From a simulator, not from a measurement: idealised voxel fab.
This section sets out a process module, namely voxel gate over fins.
FYI the section here is cut, 230 nm wide, cells are 5 nm squares.
Heads up, the way a cross-section reads in here is a grid of square cells, handed over as bands from the top down, with every band being one or more rows of cells.
The band entry comprises the height of the band's top followed by the height of its bottom, expressed in nm, and subsequently the band's materials from left to right, each stated together with its width in nm. Where a single material is marked with the word "edge to edge", that material fills the band from edge to edge. The word "air" represents empty space.
It should be noted that heights are counted from 0, beneath which the wafer as supplied is of one material throughout, and that the lowest band possesses no lower boundary but continues downward, as written in "0 and below".
The expression "30 to 40" gives the width at the extremes of the band, the first number at its top row of cells and the second at its bottom row, with the width changing by equal amounts from each row to the next in between.
Given "identical to before" for a step, no cell of the cross-section differs between before and after that step.
Look at "Cavities, sealed" for the closed voids: empty spaces with no open path to the top, sized 8 cells or up. Each is width x height at distance, distance from the left edge, all nm.
That trailing text on a step's line, after the settings, is the simulator's own remark on the step.
"overlay nm" denotes, for a step that has a mask, the displacement of the mask to the right of its planned place, with negative values corresponding to the left.
## Planned process steps
1,RECEIVE with material Si
2,CONFORMAL_DEP with material SiN, thk nm 10
3,MASKED_ETCH with tone cover, mask id FINS, width nm 15, pitch nm 50, etch materials SiN, depth nm 10, overlay nm 0
4,MASKED_ETCH with tone cover, mask id FINS, width nm 15, pitch nm 50, etch materials Si, depth nm 35, overlay nm 0
5,FILL_DEP with material SiO2, thk nm 5
6,CMP with height nm 10
7,MASKED_ETCH with tone open, mask id RAIL, width nm 15, etch materials SiO2, depth nm 40, overlay nm 0
8,CONFORMAL_DEP with material TiN, thk nm 5
9,FILL_DEP with material Ru, thk nm 10
10,CMP with height nm 10
11,SELECTIVE_ETCH with etch materials W Ru TiN, depth nm 35
12,FILL_DEP with material SiO2, thk nm 5
13,CMP with height nm 10
14,SELECTIVE_ETCH with etch materials SiO2, depth nm 25
15,STRIP with etch materials SiN
16,CONFORMAL_DEP with material HfO2, thk nm 5
17,CONFORMAL_DEP with material TiN, thk nm 5
18,CONFORMAL_DEP with material TiAl, thk nm 5
19,CONFORMAL_DEP with material TiN, thk nm 5
20,FILL_DEP with material W, thk nm 10
21,CMP with height nm 25
22,CONFORMAL_DEP with material SiCN, thk nm 5
## First of two wafers, with the run carried out as planned
## Incoming wafer in cross-section (state: after step 1)
	0 and below: Si edge to edge
	Cavities, sealed: none
## Once step 2 is through, the wafer looks like this in cross-section
	10 down to 0: SiN edge to edge
	Below 0, no change.
## Once step 3 is through, the wafer looks like this in cross-section
	10 down to 0: 80 nm air, then 15 nm SiN, then 35 nm air, then 15 nm SiN, then 85 nm air
	Below 0, no change.
## Once step 4 is through, the wafer looks like this in cross-section
	10 down to 0: 80 nm air, then 15 nm SiN, then 35 nm air, then 15 nm SiN, then 85 nm air
	0 down to -35: 80 nm air, then 15 nm Si, then 35 nm air, then 15 nm Si, then 85 nm air
	Below -35, no change.
## Once step 5 is through, the wafer looks like this in cross-section
	15 down to 10: SiO2 edge to edge
	10 down to 0: 80 nm SiO2, then 15 nm SiN, then 35 nm SiO2, then 15 nm SiN, then 85 nm SiO2
	0 down to -35: 80 nm SiO2, then 15 nm Si, then 35 nm SiO2, then 15 nm Si, then 85 nm SiO2
	Below -35, no change.
## Once step 6 is through, the wafer looks like this in cross-section
	10 down to 0: 80 nm SiO2, then 15 nm SiN, then 35 nm SiO2, then 15 nm SiN, then 85 nm SiO2
	Below 0, no change.
## Once step 7 is through, the wafer looks like this in cross-section
	10 down to 0: 80 nm SiO2, then 15 nm SiN, then 10 nm SiO2, then 15 nm air, then 10 nm SiO2, then 15 nm SiN, then 85 nm SiO2
	0 down to -30: 80 nm SiO2, then 15 nm Si, then 10 nm SiO2, then 15 nm air, then 10 nm SiO2, then 15 nm Si, then 85 nm SiO2
	Below -30, no change.
## Once step 8 is through, the wafer looks like this in cross-section
	15 down to 10: 110 nm TiN, then 5 nm air, then 115 nm TiN
	10 down to 0: 80 nm SiO2, then 15 nm SiN, then 10 nm SiO2, then 5 nm TiN, then 5 nm air, then 5 nm TiN, then 10 nm SiO2, then 15 nm SiN, then 85 nm SiO2
	0 down to -25: 80 nm SiO2, then 15 nm Si, then 10 nm SiO2, then 5 nm TiN, then 5 nm air, then 5 nm TiN, then 10 nm SiO2, then 15 nm Si, then 85 nm SiO2
	-25 down to -30: 80 nm SiO2, then 15 nm Si, then 10 nm SiO2, then 15 nm TiN, then 10 nm SiO2, then 15 nm Si, then 85 nm SiO2
	Below -30, no change.
## Once step 9 is through, the wafer looks like this in cross-section
	25 down to 15: Ru edge to edge
	15 down to 10: 110 nm TiN, then 5 nm Ru, then 115 nm TiN
	10 down to 0: 80 nm SiO2, then 15 nm SiN, then 10 nm SiO2, then 5 nm TiN, then 5 nm Ru, then 5 nm TiN, then 10 nm SiO2, then 15 nm SiN, then 85 nm SiO2
	0 down to -25: 80 nm SiO2, then 15 nm Si, then 10 nm SiO2, then 5 nm TiN, then 5 nm Ru, then 5 nm TiN, then 10 nm SiO2, then 15 nm Si, then 85 nm SiO2
	Below -25, no change.
## Once step 10 is through, the wafer looks like this in cross-section
	10 down to 0: 80 nm SiO2, then 15 nm SiN, then 10 nm SiO2, then 5 nm TiN, then 5 nm Ru, then 5 nm TiN, then 10 nm SiO2, then 15 nm SiN, then 85 nm SiO2
	Below 0, no change.
## Once step 11 is through, the wafer looks like this in cross-section
	10 down to 0: 80 nm SiO2, then 15 nm SiN, then 10 nm SiO2, then 15 nm air, then 10 nm SiO2, then 15 nm SiN, then 85 nm SiO2
	0 down to -25: 80 nm SiO2, then 15 nm Si, then 10 nm SiO2, then 15 nm air, then 10 nm SiO2, then 15 nm Si, then 85 nm SiO2
	Below -25, no change.
## Once step 12 is through, the wafer looks like this in cross-section
	15 down to 10: SiO2 edge to edge
	10 down to 0: 80 nm SiO2, then 15 nm SiN, then 35 nm SiO2, then 15 nm SiN, then 85 nm SiO2
	0 down to -25: 80 nm SiO2, then 15 nm Si, then 35 nm SiO2, then 15 nm Si, then 85 nm SiO2
	Below -25, no change.
## Once step 13 is through, the wafer looks like this in cross-section
	10 down to 0: 80 nm SiO2, then 15 nm SiN, then 35 nm SiO2, then 15 nm SiN, then 85 nm SiO2
	Below 0, no change.
## Once step 14 is through, the wafer looks like this in cross-section
	10 down to 0: 80 nm air, then 15 nm SiN, then 35 nm air, then 15 nm SiN, then 85 nm air
	0 down to -15: 80 nm air, then 15 nm Si, then 35 nm air, then 15 nm Si, then 85 nm air
	Below -15, no change.
## Once step 15 is through, the wafer looks like this in cross-section
	0 down to -15: 80 nm air, then 15 nm Si, then 35 nm air, then 15 nm Si, then 85 nm air
	Below -15, no change.
## Once step 16 is through, the wafer looks like this in cross-section
	5 down to 0: 75 nm air, then 25 nm HfO2, then 25 nm air, then 25 nm HfO2, then 80 nm air
	0 down to -10: 75 nm air, then 5 nm HfO2, then 15 nm Si, then 5 nm HfO2, then 25 nm air, then 5 nm HfO2, then 15 nm Si, then 5 nm HfO2, then 80 nm air
	-10 down to -15: 80 nm HfO2, then 15 nm Si, then 35 nm HfO2, then 15 nm Si, then 85 nm HfO2
	Below -15, no change.
## Once step 17 is through, the wafer looks like this in cross-section
	10 down to 5: 70 nm air, then 35 nm TiN, then 15 nm air, then 35 nm TiN, then 75 nm air
	5 down to 0: 70 nm air, then 5 nm TiN, then 25 nm HfO2, then 5 nm TiN, then 15 nm air, then 5 nm TiN, then 25 nm HfO2, then 5 nm TiN, then 75 nm air
	0 down to -5: 70 nm air, then 5 nm TiN, then 5 nm HfO2, then 15 nm Si, then 5 nm HfO2, then 5 nm TiN, then 15 nm air, then 5 nm TiN, then 5 nm HfO2, then 15 nm Si, then 5 nm HfO2, then 5 nm TiN, then 75 nm air
	-5 down to -10: 75 nm TiN, then 5 nm HfO2, then 15 nm Si, then 5 nm HfO2, then 25 nm TiN, then 5 nm HfO2, then 15 nm Si, then 5 nm HfO2, then 80 nm TiN
	Below -10, no change.
## Once step 18 is through, the wafer looks like this in cross-section
	15 down to 10: 65 nm air, then 45 nm TiAl, then 5 nm air, then 45 nm TiAl, then 70 nm air
	10 down to 5: 65 nm air, then 5 nm TiAl, then 35 nm TiN, then 5 nm TiAl, then 5 nm air, then 5 nm TiAl, then 35 nm TiN, then 5 nm TiAl, then 70 nm air
	5 down to 0: 65 nm air, then 5 nm TiAl, then 5 nm TiN, then 25 nm HfO2, then 5 nm TiN, then 5 nm TiAl, then 5 nm air, then 5 nm TiAl, then 5 nm TiN, then 25 nm HfO2, then 5 nm TiN, then 5 nm TiAl, then 70 nm air
	0 down to -5: 70 nm TiAl, then 5 nm TiN, then 5 nm HfO2, then 15 nm Si, then 5 nm HfO2, then 5 nm TiN, then 15 nm TiAl, then 5 nm TiN, then 5 nm HfO2, then 15 nm Si, then 5 nm HfO2, then 5 nm TiN, then 75 nm TiAl
	Below -5, no change.
## Once step 19 is through, the wafer looks like this in cross-section
	20 down to 15: 60 nm air, then 105 nm TiN, then 65 nm air
	15 down to 10: 60 nm air, then 5 nm TiN, then 45 nm TiAl, then 5 nm TiN, then 45 nm TiAl, then 5 nm TiN, then 65 nm air
	10 down to 5: 60 nm air, then 5 nm TiN, then 5 nm TiAl, then 35 nm TiN, then 5 nm TiAl, then 5 nm TiN, then 5 nm TiAl, then 35 nm TiN, then 5 nm TiAl, then 5 nm TiN, then 65 nm air
	5 down to 0: 65 nm TiN, then 5 nm TiAl, then 5 nm TiN, then 25 nm HfO2, then 5 nm TiN, then 5 nm TiAl, then 5 nm TiN, then 5 nm TiAl, then 5 nm TiN, then 25 nm HfO2, then 5 nm TiN, then 5 nm TiAl, then 70 nm TiN
	Below 0, no change.
## Once step 20 is through, the wafer looks like this in cross-section
	30 down to 20: W edge to edge
	20 down to 15: 60 nm W, then 105 nm TiN, then 65 nm W
	15 down to 10: 60 nm W, then 5 nm TiN, then 45 nm TiAl, then 5 nm TiN, then 45 nm TiAl, then 5 nm TiN, then 65 nm W
	10 down to 5: 60 nm W, then 5 nm TiN, then 5 nm TiAl, then 35 nm TiN, then 5 nm TiAl, then 5 nm TiN, then 5 nm TiAl, then 35 nm TiN, then 5 nm TiAl, then 5 nm TiN, then 65 nm W
	Below 5, no change.
## Once step 21 is through, the wafer looks like this in cross-section
	25 down to 20: W edge to edge
	Below 20, no change.
## Once step 22 is through, the wafer looks like this in cross-section
	30 down to 25: SiCN edge to edge
	Below 25, no change.
## What follows concerns the second wafer, which started out like the first and was meant to follow the very same plan; one mistake crept in when it was run, but everything up to and including step 15 is the same as for the first wafer
## Cross-sectional view of the second wafer at the intended end time of process step 16
	5 down to 0: 75 nm air, then 25 nm TiN, then 25 nm air, then 25 nm TiN, then 80 nm air
	0 down to -10: 75 nm air, then 5 nm TiN, then 15 nm Si, then 5 nm TiN, then 25 nm air, then 5 nm TiN, then 15 nm Si, then 5 nm TiN, then 80 nm air
	-10 down to -15: 80 nm TiN, then 15 nm Si, then 35 nm TiN, then 15 nm Si, then 85 nm TiN
	Below -15, no change.
## Cross-sectional view of the second wafer at the intended end time of process step 17
	10 down to 5: 70 nm air, then 35 nm HfO2, then 15 nm air, then 35 nm HfO2, then 75 nm air
	5 down to 0: 70 nm air, then 5 nm HfO2, then 25 nm TiN, then 5 nm HfO2, then 15 nm air, then 5 nm HfO2, then 25 nm TiN, then 5 nm HfO2, then 75 nm air
	0 down to -5: 70 nm air, then 5 nm HfO2, then 5 nm TiN, then 15 nm Si, then 5 nm TiN, then 5 nm HfO2, then 15 nm air, then 5 nm HfO2, then 5 nm TiN, then 15 nm Si, then 5 nm TiN, then 5 nm HfO2, then 75 nm air
	-5 down to -10: 75 nm HfO2, then 5 nm TiN, then 15 nm Si, then 5 nm TiN, then 25 nm HfO2, then 5 nm TiN, then 15 nm Si, then 5 nm TiN, then 80 nm HfO2
	Below -10, no change.
## Cross-sectional view of the second wafer at the intended end time of process step 18
	15 down to 10: 65 nm air, then 45 nm TiAl, then 5 nm air, then 45 nm TiAl, then 70 nm air
	10 down to 5: 65 nm air, then 5 nm TiAl, then 35 nm HfO2, then 5 nm TiAl, then 5 nm air, then 5 nm TiAl, then 35 nm HfO2, then 5 nm TiAl, then 70 nm air
	5 down to 0: 65 nm air, then 5 nm TiAl, then 5 nm HfO2, then 25 nm TiN, then 5 nm HfO2, then 5 nm TiAl, then 5 nm air, then 5 nm TiAl, then 5 nm HfO2, then 25 nm TiN, then 5 nm HfO2, then 5 nm TiAl, then 70 nm air
	0 down to -5: 70 nm TiAl, then 5 nm HfO2, then 5 nm TiN, then 15 nm Si, then 5 nm TiN, then 5 nm HfO2, then 15 nm TiAl, then 5 nm HfO2, then 5 nm TiN, then 15 nm Si, then 5 nm TiN, then 5 nm HfO2, then 75 nm TiAl
	Below -5, no change.
## Cross-sectional view of the second wafer at the intended end time of process step 19
	20 down to 15: 60 nm air, then 105 nm TiN, then 65 nm air
	15 down to 10: 60 nm air, then 5 nm TiN, then 45 nm TiAl, then 5 nm TiN, then 45 nm TiAl, then 5 nm TiN, then 65 nm air
	10 down to 5: 60 nm air, then 5 nm TiN, then 5 nm TiAl, then 35 nm HfO2, then 5 nm TiAl, then 5 nm TiN, then 5 nm TiAl, then 35 nm HfO2, then 5 nm TiAl, then 5 nm TiN, then 65 nm air
	5 down to 0: 65 nm TiN, then 5 nm TiAl, then 5 nm HfO2, then 25 nm TiN, then 5 nm HfO2, then 5 nm TiAl, then 5 nm TiN, then 5 nm TiAl, then 5 nm HfO2, then 25 nm TiN, then 5 nm HfO2, then 5 nm TiAl, then 70 nm TiN
	Below 0, no change.
## Cross-sectional view of the second wafer at the intended end time of process step 20
	30 down to 20: W edge to edge
	20 down to 15: 60 nm W, then 105 nm TiN, then 65 nm W
	15 down to 10: 60 nm W, then 5 nm TiN, then 45 nm TiAl, then 5 nm TiN, then 45 nm TiAl, then 5 nm TiN, then 65 nm W
	10 down to 5: 60 nm W, then 5 nm TiN, then 5 nm TiAl, then 35 nm HfO2, then 5 nm TiAl, then 5 nm TiN, then 5 nm TiAl, then 35 nm HfO2, then 5 nm TiAl, then 5 nm TiN, then 65 nm W
	Below 5, no change.
## Cross-sectional view of the second wafer at the intended end time of process step 21
	25 down to 20: W edge to edge
	Below 20, no change.
## Cross-sectional view of the second wafer at the intended end time of process step 22
	30 down to 25: SiCN edge to edge
	Below 25, no change.
Plan not followed: a sequencing error occurred in which plan steps 16 and 17 were transposed
The two final wafers agree on how many cells each material fills and disagree on which cells those are.
